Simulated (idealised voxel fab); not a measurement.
process module | voxel transistor to metal
This is section cut - it's 270 nm across, gridded in 5 nm square cells.
Reading order for cross-sections: top band down to bottom band. Underlying form: a grid of square cells. Band size: one or more rows of cells.
Basically the band line says how high the top is and how high the bottom is, in nm, and then what's in it from left to right, every material with its width in nm. Empty space shows up as "air", and if a single material carries "edge to edge" it runs the full band edge to edge.
All heights in this document are referenced to 0, defined as the level beneath which the wafer, as received, consists entirely of one material. The lowest band is not bounded below; it extends indefinitely downward and is written in the form "0 and below".
So if you see something like "30->40" for the width, read it as the top row of the band sitting at the first number and the bottom row at the second, with every row in between moving by the same amount as the last.
"remained the same", as given for a step, is the statement that not any cell of the cross-section underwent a change during that step.
Reported under the label "Tabulated closed voids" are the empty spaces having no open way to the top and comprising 8 cells or more; the notation for each is width x height at distance, in which the distance is measured from the left edge and all three values are in nm.
It should be noted that, on the line of a given step, the content following the step's settings is a remark produced by the simulator itself with respect to that step.
The line of a step may include "overlay nm". On a step with a mask, this value is how far to the right of its planned place the mask lay. A negative value means the mask lay to the left.
Layout of what follows: cross-section pairs, each bracketing one process step, the after cross-section shown only to the lowest band that changed, the step between and its settings noted under each pair. Pairs may originate in different runs of this module on the same starting wafer; a pair continues from the pair above only where its entry headed "State on entry" says so.
State on entry:
	30 down to 15 | 55 nm air; 5 nm SiN; 25 nm SiCN; 5 nm SiN; 90 nm air; 5 nm SiN; 25 nm SiCN; 5 nm SiN; 55 nm air
	15 down to -5 | 55 nm air; 5 nm SiN; 25 nm polySi; 5 nm SiN; 90 nm air; 5 nm SiN; 25 nm polySi; 5 nm SiN; 55 nm air
	-5 down to -10 | 15 nm air; 40 nm nSi; 5 nm SiN; 25 nm SiO2; 5 nm SiN; 40 nm nSi; 10 nm air; 40 nm nSi; 5 nm SiN; 25 nm SiO2; 5 nm SiN; 40 nm nSi; 15 nm air
	-10 down to -15 | 15 nm air; 5 nm nSi; 105 nm Si; 5 nm nSi; 10 nm air; 5 nm nSi; 105 nm Si; 5 nm nSi; 15 nm air
	-15 down to -35 | 20 nm SiO2; 105 nm Si; 20 nm SiO2; 105 nm Si; 20 nm SiO2
	-35 and below | Si edge to edge
	Tabulated closed voids: none
Post-Process View:
	40 down to 30 | SiO2 edge to edge
	30 down to 15 | 55 nm SiO2; 5 nm SiN; 25 nm SiCN; 5 nm SiN; 90 nm SiO2; 5 nm SiN; 25 nm SiCN; 5 nm SiN; 55 nm SiO2
	15 down to -5 | 55 nm SiO2; 5 nm SiN; 25 nm polySi; 5 nm SiN; 90 nm SiO2; 5 nm SiN; 25 nm polySi; 5 nm SiN; 55 nm SiO2
	-5 down to -10 | 15 nm SiO2; 40 nm nSi; 5 nm SiN; 25 nm SiO2; 5 nm SiN; 40 nm nSi; 10 nm SiO2; 40 nm nSi; 5 nm SiN; 25 nm SiO2; 5 nm SiN; 40 nm nSi; 15 nm SiO2
	-10 down to -15 | 15 nm SiO2; 5 nm nSi; 105 nm Si; 5 nm nSi; 10 nm SiO2; 5 nm nSi; 105 nm Si; 5 nm nSi; 15 nm SiO2
	Below -15, the layers are the same as they were.
	Tabulated closed voids: none
In between the cross-sections above, the run called for FILL_DEP,material SiO2,thk nm 10
State on entry: The cross-section prior to this step is the one presented after the step of the pair immediately above.
Post-Process View:
	30 down to 15 | 55 nm SiO2; 5 nm SiN; 25 nm SiCN; 5 nm SiN; 90 nm SiO2; 5 nm SiN; 25 nm SiCN; 5 nm SiN; 55 nm SiO2
	Below 15, the layers are the same as they were.
	Tabulated closed voids: none
In between the cross-sections above, the run called for CMP,height nm 30
State on entry: The cross-section prior to this step is the one presented after the step of the pair immediately above.
Post-Process View:
	45 down to 30 | SiO2 edge to edge
	Below 30, the layers are the same as they were.
	Tabulated closed voids: none
In between the cross-sections above, the run called for DIRECTIONAL_DEP,material SiO2,thk nm 15
State on entry: The cross-section prior to this step is the one presented after the step of the pair immediately above.
Post-Process View:
	60 down to 45 | aC edge to edge
	Below 45, the layers are the same as they were.
	Tabulated closed voids: none
In between the cross-sections above, the run called for DIRECTIONAL_DEP,material aC,thk nm 15
State on entry: The cross-section prior to this step is the one presented after the step of the pair immediately above.
Post-Process View:
	95 down to 60 | 25 nm resist; 30 nm air; 35 nm resist; 30 nm air; 30 nm resist; 30 nm air; 35 nm resist; 30 nm air; 25 nm resist
	Below 60, the layers are the same as they were.
	Tabulated closed voids: none
In between the cross-sections above, the run called for PATTERN,tone open,mask id CONTACT,material resist,width nm 30,thk nm 35,overlay nm 0
State on entry: The cross-section prior to this step is the one presented after the step of the pair immediately above.
Post-Process View:
	80 down to 60 | 25 nm resist; 30 nm air; 35 nm resist; 30 nm air; 30 nm resist; 30 nm air; 35 nm resist; 30 nm air; 25 nm resist
	60 down to 45 | 25 nm aC; 30 nm air; 35 nm aC; 30 nm air; 30 nm aC; 30 nm air; 35 nm aC; 30 nm air; 25 nm aC
	Below 45, the layers are the same as they were.
	Tabulated closed voids: none
In between the cross-sections above, the run called for DIRECTIONAL_ETCH,etch materials aC,depth nm 15
State on entry: The cross-section prior to this step is the one presented after the step of the pair immediately above.
Post-Process View:
	60 down to 45 | 25 nm aC; 30 nm air; 35 nm aC; 30 nm air; 30 nm aC; 30 nm air; 35 nm aC; 30 nm air; 25 nm aC
	Below 45, the layers are the same as they were.
	Tabulated closed voids: none
In between the cross-sections above, the run called for STRIP,etch materials resist
State on entry: The cross-section prior to this step is the one presented after the step of the pair immediately above.
Post-Process View:
	60 down to 45 | 25 nm aC; 30 nm air; 35 nm aC; 30 nm air; 30 nm aC; 30 nm air; 35 nm aC; 30 nm air; 25 nm aC
	45 down to 30 | 25 nm SiO2; 30 nm air; 35 nm SiO2; 30 nm air; 30 nm SiO2; 30 nm air; 35 nm SiO2; 30 nm air; 25 nm SiO2
	30 down to 15 | 25 nm SiO2; 30 nm air; 5 nm SiN; 25 nm SiCN; 5 nm SiN; 30 nm air; 30 nm SiO2; 30 nm air; 5 nm SiN; 25 nm SiCN; 5 nm SiN; 30 nm air; 25 nm SiO2
	15 down to -5 | 25 nm SiO2; 30 nm air; 5 nm SiN; 25 nm polySi; 5 nm SiN; 30 nm air; 30 nm SiO2; 30 nm air; 5 nm SiN; 25 nm polySi; 5 nm SiN; 30 nm air; 25 nm SiO2
	Below -5, the layers are the same as they were.
	Tabulated closed voids: none
In between the cross-sections above, the run called for DIRECTIONAL_ETCH,etch materials SiO2,depth nm 50
State on entry: The cross-section prior to this step is the one presented after the step of the pair immediately above.
Post-Process View:
	45 down to 30 | 25 nm SiO2; 30 nm air; 35 nm SiO2; 30 nm air; 30 nm SiO2; 30 nm air; 35 nm SiO2; 30 nm air; 25 nm SiO2
	Below 30, the layers are the same as they were.
	Tabulated closed voids: none
In between the cross-sections above, the run called for STRIP,etch materials aC
State on entry: The cross-section prior to this step is the one presented after the step of the pair immediately above.
Post-Process View:
	50 down to 45 | 30 nm TiN; 20 nm air; 45 nm TiN; 20 nm air; 40 nm TiN; 20 nm air; 45 nm TiN; 20 nm air; 30 nm TiN
	45 down to 30 | 25 nm SiO2; 5 nm TiN; 20 nm air; 5 nm TiN; 35 nm SiO2; 5 nm TiN; 20 nm air; 5 nm TiN; 30 nm SiO2; 5 nm TiN; 20 nm air; 5 nm TiN; 35 nm SiO2; 5 nm TiN; 20 nm air; 5 nm TiN; 25 nm SiO2
	30 down to 15 | 25 nm SiO2; 5 nm TiN; 20 nm air; 5 nm TiN; 5 nm SiN; 25 nm SiCN; 5 nm SiN; 5 nm TiN; 20 nm air; 5 nm TiN; 30 nm SiO2; 5 nm TiN; 20 nm air; 5 nm TiN; 5 nm SiN; 25 nm SiCN; 5 nm SiN; 5 nm TiN; 20 nm air; 5 nm TiN; 25 nm SiO2
	15 down to 0 | 25 nm SiO2; 5 nm TiN; 20 nm air; 5 nm TiN; 5 nm SiN; 25 nm polySi; 5 nm SiN; 5 nm TiN; 20 nm air; 5 nm TiN; 30 nm SiO2; 5 nm TiN; 20 nm air; 5 nm TiN; 5 nm SiN; 25 nm polySi; 5 nm SiN; 5 nm TiN; 20 nm air; 5 nm TiN; 25 nm SiO2
	0 down to -5 | 25 nm SiO2; 30 nm TiN; 5 nm SiN; 25 nm polySi; 5 nm SiN; 30 nm TiN; 30 nm SiO2; 30 nm TiN; 5 nm SiN; 25 nm polySi; 5 nm SiN; 30 nm TiN; 25 nm SiO2
	Below -5, the layers are the same as they were.
	Tabulated closed voids: none
In between the cross-sections above, the run called for CONFORMAL_DEP,material TiN,thk nm 5
State on entry: The cross-section prior to this step is the one presented after the step of the pair immediately above.
Post-Process View:
	60 down to 50 | Ru edge to edge
	50 down to 45 | 30 nm TiN; 20 nm Ru; 45 nm TiN; 20 nm Ru; 40 nm TiN; 20 nm Ru; 45 nm TiN; 20 nm Ru; 30 nm TiN
	45 down to 30 | 25 nm SiO2; 5 nm TiN; 20 nm Ru; 5 nm TiN; 35 nm SiO2; 5 nm TiN; 20 nm Ru; 5 nm TiN; 30 nm SiO2; 5 nm TiN; 20 nm Ru; 5 nm TiN; 35 nm SiO2; 5 nm TiN; 20 nm Ru; 5 nm TiN; 25 nm SiO2
	30 down to 15 | 25 nm SiO2; 5 nm TiN; 20 nm Ru; 5 nm TiN; 5 nm SiN; 25 nm SiCN; 5 nm SiN; 5 nm TiN; 20 nm Ru; 5 nm TiN; 30 nm SiO2; 5 nm TiN; 20 nm Ru; 5 nm TiN; 5 nm SiN; 25 nm SiCN; 5 nm SiN; 5 nm TiN; 20 nm Ru; 5 nm TiN; 25 nm SiO2
	15 down to 0 | 25 nm SiO2; 5 nm TiN; 20 nm Ru; 5 nm TiN; 5 nm SiN; 25 nm polySi; 5 nm SiN; 5 nm TiN; 20 nm Ru; 5 nm TiN; 30 nm SiO2; 5 nm TiN; 20 nm Ru; 5 nm TiN; 5 nm SiN; 25 nm polySi; 5 nm SiN; 5 nm TiN; 20 nm Ru; 5 nm TiN; 25 nm SiO2
	Below 0, the layers are the same as they were.
	Tabulated closed voids: none
In between the cross-sections above, the run called for FILL_DEP,material Ru,thk nm 10
State on entry: The cross-section prior to this step is the one presented after the step of the pair immediately above.
Post-Process View:
	45 down to 30 | 25 nm SiO2; 5 nm TiN; 20 nm Ru; 5 nm TiN; 35 nm SiO2; 5 nm TiN; 20 nm Ru; 5 nm TiN; 30 nm SiO2; 5 nm TiN; 20 nm Ru; 5 nm TiN; 35 nm SiO2; 5 nm TiN; 20 nm Ru; 5 nm TiN; 25 nm SiO2
	Below 30, the layers are the same as they were.
	Tabulated closed voids: none
In between the cross-sections above, the run called for CMP,height nm 45
State on entry: The cross-section prior to this step is the one presented after the step of the pair immediately above.
Post-Process View:
	50 down to 45 | TiN edge to edge
	Below 45, the layers are the same as they were.
	Tabulated closed voids: none
In between the cross-sections above, the run called for DIRECTIONAL_DEP,material TiN,thk nm 5
State on entry: The cross-section prior to this step is the one presented after the step of the pair immediately above.
Post-Process View:
	75 down to 50 | W edge to edge
	Below 50, the layers are the same as they were.
	Tabulated closed voids: none
In between the cross-sections above, the run called for DIRECTIONAL_DEP,material W,thk nm 25
State on entry: The cross-section prior to this step is the one presented after the step of the pair immediately above.
Post-Process View:
	75 down to 50 | 25 nm air; 20 nm W; 55 nm air; 20 nm W; 30 nm air; 20 nm W; 55 nm air; 20 nm W; 25 nm air
	Below 50, the layers are the same as they were.
	Tabulated closed voids: none
In between the cross-sections above, the run called for MASKED_ETCH,tone cover,mask id METAL_1,width nm 20,etch materials W,depth nm 25,overlay nm 0
State on entry: The cross-section prior to this step is the one presented after the step of the pair immediately above.
Post-Process View:
	75 down to 50 | 25 nm air; 20 nm W; 55 nm air; 20 nm W; 30 nm air; 20 nm W; 55 nm air; 20 nm W; 25 nm air
	50 down to 45 | 25 nm air; 20 nm TiN; 55 nm air; 20 nm TiN; 30 nm air; 20 nm TiN; 55 nm air; 20 nm TiN; 25 nm air
	Below 45, the layers are the same as they were.
	Tabulated closed voids: none
In between the cross-sections above, the run called for MASKED_ETCH,tone cover,mask id METAL_1,width nm 20,etch materials TiN,depth nm 5,overlay nm 0
State on entry: The cross-section prior to this step is the one presented after the step of the pair immediately above.
Post-Process View:
	80 down to 75 | lowk edge to edge
	75 down to 50 | 25 nm lowk; 20 nm W; 55 nm lowk; 20 nm W; 30 nm lowk; 20 nm W; 55 nm lowk; 20 nm W; 25 nm lowk
	50 down to 45 | 25 nm lowk; 20 nm TiN; 55 nm lowk; 20 nm TiN; 30 nm lowk; 20 nm TiN; 55 nm lowk; 20 nm TiN; 25 nm lowk
	Below 45, the layers are the same as they were.
	Tabulated closed voids: none
In between the cross-sections above, the run called for FILL_DEP,material lowk,thk nm 5
State on entry: The cross-section prior to this step is the one presented after the step of the pair immediately above.
Post-Process View:
	75 down to 50 | 25 nm lowk; 20 nm W; 55 nm lowk; 20 nm W; 30 nm lowk; 20 nm W; 55 nm lowk; 20 nm W; 25 nm lowk
	Below 50, the layers are the same as they were.
	Tabulated closed voids: none
In between the cross-sections above, the run called for CMP,height nm 75
State on entry: The cross-section prior to this step is the one presented after the step of the pair immediately above.
Post-Process View:
	80 down to 75 | SiN edge to edge
	Below 75, the layers are the same as they were.
	Tabulated closed voids: none
In between the cross-sections above, the run called for CONFORMAL_DEP,material SiN,thk nm 5
State on entry:
	30 down to 15 | SiCN edge to edge
	15 down to -5 | polySi edge to edge
	-5 down to -10 | SiO2 edge to edge
	-10 down to -35 | 20 nm SiO2; 105 nm Si; 20 nm SiO2; 105 nm Si; 20 nm SiO2
	-35 and below | Si edge to edge
	Tabulated closed voids: none
Post-Process View:
	45 down to 15 | SiCN edge to edge
	Below 15, the layers are the same as they were.
	Tabulated closed voids: none
In between the cross-sections above, the run called for DIRECTIONAL_DEP,material SiCN,thk nm 15
State on entry: The cross-section prior to this step is the one presented after the step of the pair immediately above.
Post-Process View:
	45 down to 20 | 60 nm air; 25 nm SiCN; 100 nm air; 25 nm SiCN; 60 nm air
	Below 20, the layers are the same as they were.
	Tabulated closed voids: none
In between the cross-sections above, the run called for MASKED_ETCH,tone cover,mask id GATE,width nm 25,pitch nm 125,etch materials SiCN,depth nm 25,overlay nm 0
State on entry: The cross-section prior to this step is the one presented after the step of the pair immediately above.
Post-Process View:
	50 down to 45 | 55 nm air; 35 nm SiO2; 90 nm air; 35 nm SiO2; 55 nm air
	45 down to 25 | 55 nm air; 5 nm SiO2; 25 nm SiCN; 5 nm SiO2; 90 nm air; 5 nm SiO2; 25 nm SiCN; 5 nm SiO2; 55 nm air
	25 down to 20 | 60 nm SiO2; 25 nm SiCN; 100 nm SiO2; 25 nm SiCN; 60 nm SiO2
	Below 20, the layers are the same as they were.
	Tabulated closed voids: none
In between the cross-sections above, the run called for CONFORMAL_DEP,material SiO2,thk nm 5
State on entry: The cross-section prior to this step is the one presented after the step of the pair immediately above.
Post-Process View:
	45 down to 20 | 55 nm air; 5 nm SiO2; 25 nm SiCN; 5 nm SiO2; 90 nm air; 5 nm SiO2; 25 nm SiCN; 5 nm SiO2; 55 nm air
	Below 20, the layers are the same as they were.
	Tabulated closed voids: none
In between the cross-sections above, the run called for DIRECTIONAL_ETCH,etch materials SiO2,depth nm 5
State on entry: The cross-section prior to this step is the one presented after the step of the pair immediately above.
Post-Process View:
	50 down to 45 | 50 nm air; 45 nm SiN; 80 nm air; 45 nm SiN; 50 nm air
	45 down to 25 | 50 nm air; 5 nm SiN; 5 nm SiO2; 25 nm SiCN; 5 nm SiO2; 5 nm SiN; 80 nm air; 5 nm SiN; 5 nm SiO2; 25 nm SiCN; 5 nm SiO2; 5 nm SiN; 50 nm air
	25 down to 20 | 55 nm SiN; 5 nm SiO2; 25 nm SiCN; 5 nm SiO2; 90 nm SiN; 5 nm SiO2; 25 nm SiCN; 5 nm SiO2; 55 nm SiN
	Below 20, the layers are the same as they were.
	Tabulated closed voids: none
In between the cross-sections above, the run called for CONFORMAL_DEP,material SiN,thk nm 5
State on entry: The cross-section prior to this step is the one presented after the step of the pair immediately above.
Post-Process View:
	45 down to 20 | 50 nm air; 5 nm SiN; 5 nm SiO2; 25 nm SiCN; 5 nm SiO2; 5 nm SiN; 80 nm air; 5 nm SiN; 5 nm SiO2; 25 nm SiCN; 5 nm SiO2; 5 nm SiN; 50 nm air
	Below 20, the layers are the same as they were.
	Tabulated closed voids: none
In between the cross-sections above, the run called for DIRECTIONAL_ETCH,etch materials SiN,depth nm 5
State on entry: The cross-section prior to this step is the one presented after the step of the pair immediately above.
Post-Process View:
	45 down to 40 | 50 nm air; 5 nm SiN; 5 nm air; 25 nm SiCN; 5 nm air; 5 nm SiN; 80 nm air; 5 nm SiN; 5 nm air; 25 nm SiCN; 5 nm air; 5 nm SiN; 50 nm air
	Below 40, the layers are the same as they were.
	Tabulated closed voids: none
In between the cross-sections above, the run called for DIRECTIONAL_ETCH,etch materials SiO2,depth nm 5
State on entry: The cross-section prior to this step is the one presented after the step of the pair immediately above.
Post-Process View:
	55 down to 45 | SiO2 edge to edge
	45 down to 20 | 50 nm SiO2; 5 nm SiN; 5 nm SiO2; 25 nm SiCN; 5 nm SiO2; 5 nm SiN; 80 nm SiO2; 5 nm SiN; 5 nm SiO2; 25 nm SiCN; 5 nm SiO2; 5 nm SiN; 50 nm SiO2
	Below 20, the layers are the same as they were.
	Tabulated closed voids: none
In between the cross-sections above, the run called for FILL_DEP,material SiO2,thk nm 10
State on entry: The cross-section prior to this step is the one presented after the step of the pair immediately above.
Post-Process View:
	30 down to 20 | 50 nm SiO2; 5 nm SiN; 5 nm SiO2; 25 nm SiCN; 5 nm SiO2; 5 nm SiN; 80 nm SiO2; 5 nm SiN; 5 nm SiO2; 25 nm SiCN; 5 nm SiO2; 5 nm SiN; 50 nm SiO2
	Below 20, the layers are the same as they were.
	Tabulated closed voids: none
In between the cross-sections above, the run called for CMP,height nm 30
State on entry: The cross-section prior to this step is the one presented after the step of the pair immediately above.
Post-Process View:
	45 down to 30 | SiO2 edge to edge
	Below 30, the layers are the same as they were.
	Tabulated closed voids: none
In between the cross-sections above, the run called for DIRECTIONAL_DEP,material SiO2,thk nm 15
State on entry: The cross-section prior to this step is the one presented after the step of the pair immediately above.
Post-Process View:
	60 down to 45 | aC edge to edge
	Below 45, the layers are the same as they were.
	Tabulated closed voids: none
In between the cross-sections above, the run called for DIRECTIONAL_DEP,material aC,thk nm 15
State on entry: The cross-section prior to this step is the one presented after the step of the pair immediately above.
Post-Process View:
	95 down to 60 | 25 nm resist; 30 nm air; 35 nm resist; 30 nm air; 30 nm resist; 30 nm air; 35 nm resist; 30 nm air; 25 nm resist
	Below 60, the layers are the same as they were.
	Tabulated closed voids: none
In between the cross-sections above, the run called for PATTERN,tone open,mask id CONTACT,material resist,width nm 30,thk nm 35,overlay nm 0
State on entry: The cross-section prior to this step is the one presented after the step of the pair immediately above.
Post-Process View:
	80 down to 60 | 25 nm resist; 30 nm air; 35 nm resist; 30 nm air; 30 nm resist; 30 nm air; 35 nm resist; 30 nm air; 25 nm resist
	60 down to 45 | 25 nm aC; 30 nm air; 35 nm aC; 30 nm air; 30 nm aC; 30 nm air; 35 nm aC; 30 nm air; 25 nm aC
	Below 45, the layers are the same as they were.
	Tabulated closed voids: none
In between the cross-sections above, the run called for DIRECTIONAL_ETCH,etch materials aC,depth nm 15
State on entry: The cross-section prior to this step is the one presented after the step of the pair immediately above.
Post-Process View:
	60 down to 45 | 25 nm aC; 30 nm air; 35 nm aC; 30 nm air; 30 nm aC; 30 nm air; 35 nm aC; 30 nm air; 25 nm aC
	Below 45, the layers are the same as they were.
	Tabulated closed voids: none
In between the cross-sections above, the run called for STRIP,etch materials resist
State on entry: The cross-section prior to this step is the one presented after the step of the pair immediately above.
Post-Process View:
	60 down to 45 | 25 nm aC; 30 nm air; 35 nm aC; 30 nm air; 30 nm aC; 30 nm air; 35 nm aC; 30 nm air; 25 nm aC
	45 down to 30 | 25 nm SiO2; 30 nm air; 35 nm SiO2; 30 nm air; 30 nm SiO2; 30 nm air; 35 nm SiO2; 30 nm air; 25 nm SiO2
	30 down to 20 | 25 nm SiO2; 25 nm air; 5 nm SiN; 5 nm SiO2; 25 nm SiCN; 5 nm SiO2; 5 nm SiN; 25 nm air; 30 nm SiO2; 25 nm air; 5 nm SiN; 5 nm SiO2; 25 nm SiCN; 5 nm SiO2; 5 nm SiN; 25 nm air; 25 nm SiO2
	Below 20, the layers are the same as they were.
	Tabulated closed voids: none
In between the cross-sections above, the run called for DIRECTIONAL_ETCH,etch materials SiO2,depth nm 50
State on entry: The cross-section prior to this step is the one presented after the step of the pair immediately above.
Post-Process View:
	45 down to 30 | 25 nm SiO2; 30 nm air; 35 nm SiO2; 30 nm air; 30 nm SiO2; 30 nm air; 35 nm SiO2; 30 nm air; 25 nm SiO2
	Below 30, the layers are the same as they were.
	Tabulated closed voids: none
In between the cross-sections above, the run called for STRIP,etch materials aC
State on entry: The cross-section prior to this step is the one presented after the step of the pair immediately above.
Post-Process View:
	50 down to 45 | 30 nm TiN; 20 nm air; 45 nm TiN; 20 nm air; 40 nm TiN; 20 nm air; 45 nm TiN; 20 nm air; 30 nm TiN
	45 down to 35 | 25 nm SiO2; 5 nm TiN; 20 nm air; 5 nm TiN; 35 nm SiO2; 5 nm TiN; 20 nm air; 5 nm TiN; 30 nm SiO2; 5 nm TiN; 20 nm air; 5 nm TiN; 35 nm SiO2; 5 nm TiN; 20 nm air; 5 nm TiN; 25 nm SiO2
	35 down to 30 | 25 nm SiO2; 5 nm TiN; 15 nm air; 10 nm TiN; 35 nm SiO2; 10 nm TiN; 15 nm air; 5 nm TiN; 30 nm SiO2; 5 nm TiN; 15 nm air; 10 nm TiN; 35 nm SiO2; 10 nm TiN; 15 nm air; 5 nm TiN; 25 nm SiO2
	30 down to 25 | 25 nm SiO2; 5 nm TiN; 15 nm air; 5 nm TiN; 5 nm SiN; 5 nm SiO2; 25 nm SiCN; 5 nm SiO2; 5 nm SiN; 5 nm TiN; 15 nm air; 5 nm TiN; 30 nm SiO2; 5 nm TiN; 15 nm air; 5 nm TiN; 5 nm SiN; 5 nm SiO2; 25 nm SiCN; 5 nm SiO2; 5 nm SiN; 5 nm TiN; 15 nm air; 5 nm TiN; 25 nm SiO2
	25 down to 20 | 25 nm SiO2; 25 nm TiN; 5 nm SiN; 5 nm SiO2; 25 nm SiCN; 5 nm SiO2; 5 nm SiN; 25 nm TiN; 30 nm SiO2; 25 nm TiN; 5 nm SiN; 5 nm SiO2; 25 nm SiCN; 5 nm SiO2; 5 nm SiN; 25 nm TiN; 25 nm SiO2
	Below 20, the layers are the same as they were.
	Tabulated closed voids: none
In between the cross-sections above, the run called for CONFORMAL_DEP,material TiN,thk nm 5
State on entry: The cross-section prior to this step is the one presented after the step of the pair immediately above.
Post-Process View:
	60 down to 50 | Ru edge to edge
	50 down to 45 | 30 nm TiN; 20 nm Ru; 45 nm TiN; 20 nm Ru; 40 nm TiN; 20 nm Ru; 45 nm TiN; 20 nm Ru; 30 nm TiN
	45 down to 35 | 25 nm SiO2; 5 nm TiN; 20 nm Ru; 5 nm TiN; 35 nm SiO2; 5 nm TiN; 20 nm Ru; 5 nm TiN; 30 nm SiO2; 5 nm TiN; 20 nm Ru; 5 nm TiN; 35 nm SiO2; 5 nm TiN; 20 nm Ru; 5 nm TiN; 25 nm SiO2
	35 down to 30 | 25 nm SiO2; 5 nm TiN; 15 nm Ru; 10 nm TiN; 35 nm SiO2; 10 nm TiN; 15 nm Ru; 5 nm TiN; 30 nm SiO2; 5 nm TiN; 15 nm Ru; 10 nm TiN; 35 nm SiO2; 10 nm TiN; 15 nm Ru; 5 nm TiN; 25 nm SiO2
	30 down to 25 | 25 nm SiO2; 5 nm TiN; 15 nm Ru; 5 nm TiN; 5 nm SiN; 5 nm SiO2; 25 nm SiCN; 5 nm SiO2; 5 nm SiN; 5 nm TiN; 15 nm Ru; 5 nm TiN; 30 nm SiO2; 5 nm TiN; 15 nm Ru; 5 nm TiN; 5 nm SiN; 5 nm SiO2; 25 nm SiCN; 5 nm SiO2; 5 nm SiN; 5 nm TiN; 15 nm Ru; 5 nm TiN; 25 nm SiO2
	Below 25, the layers are the same as they were.
	Tabulated closed voids: none
In between the cross-sections above, the run called for FILL_DEP,material Ru,thk nm 10
State on entry: The cross-section prior to this step is the one presented after the step of the pair immediately above.
Post-Process View:
	45 down to 35 | 25 nm SiO2; 5 nm TiN; 20 nm Ru; 5 nm TiN; 35 nm SiO2; 5 nm TiN; 20 nm Ru; 5 nm TiN; 30 nm SiO2; 5 nm TiN; 20 nm Ru; 5 nm TiN; 35 nm SiO2; 5 nm TiN; 20 nm Ru; 5 nm TiN; 25 nm SiO2
	Below 35, the layers are the same as they were.
	Tabulated closed voids: none
In between the cross-sections above, the run called for CMP,height nm 45
State on entry: The cross-section prior to this step is the one presented after the step of the pair immediately above.
Post-Process View:
	50 down to 45 | TiN edge to edge
	Below 45, the layers are the same as they were.
	Tabulated closed voids: none
In between the cross-sections above, the run called for DIRECTIONAL_DEP,material TiN,thk nm 5
State on entry: The cross-section prior to this step is the one presented after the step of the pair immediately above.
Post-Process View:
	75 down to 50 | W edge to edge
	Below 50, the layers are the same as they were.
	Tabulated closed voids: none
In between the cross-sections above, the run called for DIRECTIONAL_DEP,material W,thk nm 25
State on entry: The cross-section prior to this step is the one presented after the step of the pair immediately above.
Post-Process View:
	75 down to 50 | 25 nm air; 20 nm W; 55 nm air; 20 nm W; 30 nm air; 20 nm W; 55 nm air; 20 nm W; 25 nm air
	Below 50, the layers are the same as they were.
	Tabulated closed voids: none
In between the cross-sections above, the run called for MASKED_ETCH,tone cover,mask id METAL_1,width nm 20,etch materials W,depth nm 25,overlay nm 0
State on entry: The cross-section prior to this step is the one presented after the step of the pair immediately above.
Post-Process View:
	75 down to 50 | 25 nm air; 20 nm W; 55 nm air; 20 nm W; 30 nm air; 20 nm W; 55 nm air; 20 nm W; 25 nm air
	50 down to 45 | 25 nm air; 20 nm TiN; 55 nm air; 20 nm TiN; 30 nm air; 20 nm TiN; 55 nm air; 20 nm TiN; 25 nm air
	Below 45, the layers are the same as they were.
	Tabulated closed voids: none
In between the cross-sections above, the run called for MASKED_ETCH,tone cover,mask id METAL_1,width nm 20,etch materials TiN,depth nm 5,overlay nm 0
State on entry: The cross-section prior to this step is the one presented after the step of the pair immediately above.
Post-Process View:
	80 down to 75 | lowk edge to edge
	75 down to 50 | 25 nm lowk; 20 nm W; 55 nm lowk; 20 nm W; 30 nm lowk; 20 nm W; 55 nm lowk; 20 nm W; 25 nm lowk
	50 down to 45 | 25 nm lowk; 20 nm TiN; 55 nm lowk; 20 nm TiN; 30 nm lowk; 20 nm TiN; 55 nm lowk; 20 nm TiN; 25 nm lowk
	Below 45, the layers are the same as they were.
	Tabulated closed voids: none
In between the cross-sections above, the run called for FILL_DEP,material lowk,thk nm 5
State on entry: The cross-section prior to this step is the one presented after the step of the pair immediately above.
Post-Process View:
	75 down to 50 | 25 nm lowk; 20 nm W; 55 nm lowk; 20 nm W; 30 nm lowk; 20 nm W; 55 nm lowk; 20 nm W; 25 nm lowk
	Below 50, the layers are the same as they were.
	Tabulated closed voids: none
In between the cross-sections above, the run called for CMP,height nm 75
State on entry: The cross-section prior to this step is the one presented after the step of the pair immediately above.
Post-Process View:
	80 down to 75 | SiN edge to edge
	Below 75, the layers are the same as they were.
	Tabulated closed voids: none
In between the cross-sections above, the run called for CONFORMAL_DEP,material SiN,thk nm 5
State on entry:
	45 down to 35 | 25 nm SiO2; 5 nm TiN; 20 nm Ru; 5 nm TiN; 35 nm SiO2; 5 nm TiN; 20 nm Ru; 5 nm TiN; 30 nm SiO2; 5 nm TiN; 20 nm Ru; 5 nm TiN; 35 nm SiO2; 5 nm TiN; 20 nm Ru; 5 nm TiN; 25 nm SiO2
	35 down to 30 | 25 nm SiO2; 5 nm TiN; 15 nm Ru; 10 nm TiN; 35 nm SiO2; 10 nm TiN; 15 nm Ru; 5 nm TiN; 30 nm SiO2; 5 nm TiN; 15 nm Ru; 10 nm TiN; 35 nm SiO2; 10 nm TiN; 15 nm Ru; 5 nm TiN; 25 nm SiO2
	30 down to 15 | 25 nm SiO2; 5 nm TiN; 15 nm Ru; 5 nm TiN; 5 nm SiN; 5 nm SiO2; 25 nm SiCN; 5 nm SiO2; 5 nm SiN; 5 nm TiN; 15 nm Ru; 5 nm TiN; 30 nm SiO2; 5 nm TiN; 15 nm Ru; 5 nm TiN; 5 nm SiN; 5 nm SiO2; 25 nm SiCN; 5 nm SiO2; 5 nm SiN; 5 nm TiN; 15 nm Ru; 5 nm TiN; 25 nm SiO2
	15 down to 0 | 25 nm SiO2; 5 nm TiN; 15 nm Ru; 5 nm TiN; 5 nm SiN; 5 nm SiO2; 25 nm polySi; 5 nm SiO2; 5 nm SiN; 5 nm TiN; 15 nm Ru; 5 nm TiN; 30 nm SiO2; 5 nm TiN; 15 nm Ru; 5 nm TiN; 5 nm SiN; 5 nm SiO2; 25 nm polySi; 5 nm SiO2; 5 nm SiN; 5 nm TiN; 15 nm Ru; 5 nm TiN; 25 nm SiO2
	0 down to -5 | 25 nm SiO2; 25 nm TiN; 5 nm SiN; 5 nm SiO2; 25 nm polySi; 5 nm SiO2; 5 nm SiN; 25 nm TiN; 30 nm SiO2; 25 nm TiN; 5 nm SiN; 5 nm SiO2; 25 nm polySi; 5 nm SiO2; 5 nm SiN; 25 nm TiN; 25 nm SiO2
	-5 down to -10 | 15 nm SiO2; 35 nm nSi; 45 nm SiO2; 35 nm nSi; 10 nm SiO2; 35 nm nSi; 45 nm SiO2; 35 nm nSi; 15 nm SiO2
	-10 down to -35 | 20 nm SiO2; 105 nm Si; 20 nm SiO2; 105 nm Si; 20 nm SiO2
	-35 and below | Si edge to edge
	Tabulated closed voids: none
Post-Process View:
	70 down to 45 | W edge to edge
	Below 45, the layers are the same as they were.
	Tabulated closed voids: none
In between the cross-sections above, the run called for DIRECTIONAL_DEP,material W,thk nm 25
State on entry: The cross-section prior to this step is the one presented after the step of the pair immediately above.
Post-Process View:
	75 down to 70 | TiN edge to edge
	Below 70, the layers are the same as they were.
	Tabulated closed voids: none
In between the cross-sections above, the run called for DIRECTIONAL_DEP,material TiN,thk nm 5
